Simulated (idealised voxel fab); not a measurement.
process module | voxel transistor to metal
cross-section cut | 200 nm wide | cells 5 nm
A cross-section is a grid of square cells, given in bands from the top down. A band is one or more rows of cells.
Each band's line starts with the height of the band's top and of its bottom, in nm. Then come its materials from left to right, each with its width in nm. One material with "throughout" fills the band from edge to edge. "air" is empty space.
Height 0 is the level under which the wafer as received is all one material. The lowest band goes on downwards, as in "0 down".
A width such as "30 to 40" changes by the same amount from each row of cells to the next, from the band's top row to its bottom row.
"no change" after a step means that no cell of the cross-section changed.
closed voids: empty space of 8 cells or more with no open way to the top, each as width x height at its distance from the left edge, in nm
after a step's settings: what the simulator itself notes on the step
overlay nm, on a step with a mask: how far to the right of its planned place the mask lay; to the left if negative
plan
1 op RECEIVE | material Si
2 op CONFORMAL_DEP | material SiO2 | thk nm 5
3 op CONFORMAL_DEP | material SiN | thk nm 15
4 op DIRECTIONAL_DEP | material aC | thk nm 15
5 op PATTERN | tone cover | mask id ACTIVE | material resist | width nm 125 | thk nm 35 | overlay nm 0
6 op DIRECTIONAL_ETCH | etch materials aC | depth nm 15
7 op STRIP | etch materials resist
8 op DIRECTIONAL_ETCH | etch materials SiN | depth nm 15
9 op DIRECTIONAL_ETCH | etch materials SiO2 | depth nm 5
10 op DIRECTIONAL_ETCH | etch materials Si | depth nm 25
11 op STRIP | etch materials aC
12 op OXIDIZE | depth nm 5
13 op FILL_DEP | material SiO2 | thk nm 5
14 op CMP | height nm 20
15 op SELECTIVE_ETCH | etch materials SiO2 | depth nm 5
16 op STRIP | etch materials SiN
17 op SELECTIVE_ETCH | etch materials SiO2 | depth nm 5
18 op OXIDIZE | depth nm 5
19 op DIRECTIONAL_DEP | material polySi | thk nm 30
20 op DIRECTIONAL_DEP | material SiCN | thk nm 15
21 op PATTERN | tone cover | mask id GATE | material resist | width nm 25 | thk nm 15 | overlay nm 0
22 op DIRECTIONAL_ETCH | etch materials SiCN | depth nm 25
23 op DIRECTIONAL_ETCH | etch materials polySi | depth nm 40
24 op STRIP | etch materials resist
25 op CONFORMAL_DEP | material SiO2 | thk nm 5
26 op DIRECTIONAL_ETCH | etch materials SiO2 | depth nm 5
27 op CONFORMAL_DEP | material SiN | thk nm 5
28 op DIRECTIONAL_ETCH | etch materials SiN | depth nm 5
29 op DIRECTIONAL_ETCH | etch materials SiO2 | depth nm 5
30 op DIRECTIONAL_ETCH | etch materials Si | depth nm 15
31 op EPI | material SiGe | thk nm 20
32 op FILL_DEP | material SiO2 | thk nm 10
33 op CMP | height nm 45
34 op DIRECTIONAL_DEP | material SiO2 | thk nm 15
35 op MASKED_ETCH | tone open | mask id CONTACT | width nm 20 | pitch nm 85 | etch materials SiO2 | depth nm 60 | overlay nm 0
36 op CONFORMAL_DEP | material TiN | thk nm 5
37 op FILL_DEP | material Ru | thk nm 10
38 op CMP | height nm 60
39 op CONFORMAL_DEP | material SiCN | thk nm 5
40 op DIRECTIONAL_DEP | material SiO2 | thk nm 25
41 op DIRECTIONAL_DEP | material aC | thk nm 15
42 op PATTERN | tone open | mask id METAL_1 | material resist | width nm 20 | pitch nm 85 | thk nm 30 | overlay nm 0
43 op DIRECTIONAL_ETCH | etch materials aC | depth nm 15
44 op STRIP | etch materials resist
45 op DIRECTIONAL_ETCH | etch materials SiO2 | depth nm 25
46 op DIRECTIONAL_ETCH | etch materials SiCN | depth nm 5
47 op STRIP | etch materials aC
48 op CONFORMAL_DEP | material TiN | thk nm 5
49 op FILL_DEP | material Ru | thk nm 10
50 op CMP | height nm 90
51 op CONFORMAL_DEP | material SiCN | thk nm 5
varied across the wafers: thk nm of step 25. The plan shows the first wafer's value. All wafers start alike
first wafer as received, after step 1
  0 down: Si throughout
  closed voids: none
first wafer at the end, after step 51
  95 to 90: SiCN throughout
  90 to 65: SiO2 45 | TiN 5 | Ru 10 | TiN 5 | SiO2 65 | TiN 5 | Ru 10 | TiN 5 | SiO2 50
  65 to 60: SiCN 45 | TiN 20 | SiCN 65 | TiN 20 | SiCN 50
  60 to 45: SiO2 45 | TiN 5 | Ru 10 | TiN 5 | SiO2 65 | TiN 5 | Ru 10 | TiN 5 | SiO2 50
  45 to 30: SiO2 45 | TiN 5 | Ru 10 | TiN 5 | SiO2 10 | SiN 5 | SiO2 5 | SiCN 25 | SiO2 5 | SiN 5 | SiO2 10 | TiN 5 | Ru 10 | TiN 5 | SiO2 50
  30 to 20: SiO2 45 | TiN 5 | Ru 10 | TiN 5 | SiO2 10 | SiN 5 | SiO2 5 | polySi 25 | SiO2 5 | SiN 5 | SiO2 10 | TiN 5 | Ru 10 | TiN 5 | SiO2 50
  20 to 15: SiO2 45 | TiN 20 | SiO2 10 | SiN 5 | SiO2 5 | polySi 25 | SiO2 5 | SiN 5 | SiO2 10 | TiN 20 | SiO2 50
  15 to 10: SiO2 45 | TiN 10 | SiGe 20 | SiN 5 | SiO2 5 | polySi 25 | SiO2 5 | SiN 5 | SiGe 20 | TiN 10 | SiO2 50
  10 to 0: SiO2 35 | SiN 5 | SiO2 5 | TiN 10 | SiGe 20 | SiN 5 | SiO2 5 | polySi 25 | SiO2 5 | SiN 5 | SiGe 20 | TiN 10 | SiO2 5 | SiN 5 | SiO2 40
  0 to -5: SiO2 40 | SiGe 35 | SiO2 45 | SiGe 35 | SiO2 45
  -5 to -20: SiO2 40 | SiGe 35 | Si 45 | SiGe 35 | SiO2 45
  -20 to -30: SiO2 40 | Si 115 | SiO2 45
  -30 down: Si throughout
  closed voids: none
last wafer at the end
  95 to 90: SiCN throughout
  90 to 65: SiO2 45 | TiN 5 | Ru 10 | TiN 5 | SiO2 65 | TiN 5 | Ru 10 | TiN 5 | SiO2 50
  65 to 60: SiCN 45 | TiN 20 | SiCN 65 | TiN 20 | SiCN 50
  60 to 50: SiO2 45 | TiN 5 | Ru 10 | TiN 5 | SiO2 65 | TiN 5 | Ru 10 | TiN 5 | SiO2 50
  50 to 45: SiO2 45 | TiN 5 | Ru 5 | TiN 10 | SiO2 65 | TiN 10 | Ru 5 | TiN 5 | SiO2 50
  45 to 30: SiO2 45 | TiN 5 | Ru 5 | TiN 5 | SiN 5 | SiO2 20 | SiCN 25 | SiO2 20 | SiN 5 | TiN 5 | Ru 5 | TiN 5 | SiO2 50
  30 to 25: SiO2 45 | TiN 15 | SiN 5 | SiO2 20 | polySi 25 | SiO2 20 | SiN 5 | TiN 15 | SiO2 50
  25 to 15: SiO2 45 | TiN 5 | SiN 5 | TiN 5 | SiN 5 | SiO2 20 | polySi 25 | SiO2 20 | SiN 5 | TiN 5 | SiN 5 | TiN 5 | SiO2 50
  15 to 0: SiO2 45 | TiN 5 | SiO2 5 | TiN 5 | SiO2 25 | polySi 25 | SiO2 25 | TiN 5 | SiO2 5 | TiN 5 | SiO2 50
  0 to -5: SiO2 throughout
  -5 to -30: SiO2 40 | Si 115 | SiO2 45
  -30 down: Si throughout
  closed voids: none
each wafer at the end: cells of each material gained (+) or lost (-) since it was received, then its closed voids
thk nm 5 | +52 Ru | -167 Si | +87 SiCN | +80 SiGe | +22 SiN | +576 SiO2 | +80 TiN | +30 polySi | closed voids: none
thk nm 10 | +64 Ru | -125 Si | +87 SiCN | +20 SiN | +604 SiO2 | +80 TiN | +30 polySi | closed voids: none
thk nm 15 | +56 Ru | -125 Si | +87 SiCN | +18 SiN | +614 SiO2 | +80 TiN | +30 polySi | closed voids: none
thk nm 20 | +36 Ru | -125 Si | +87 SiCN | +16 SiN | +636 SiO2 | +80 TiN | +30 polySi | closed voids: none
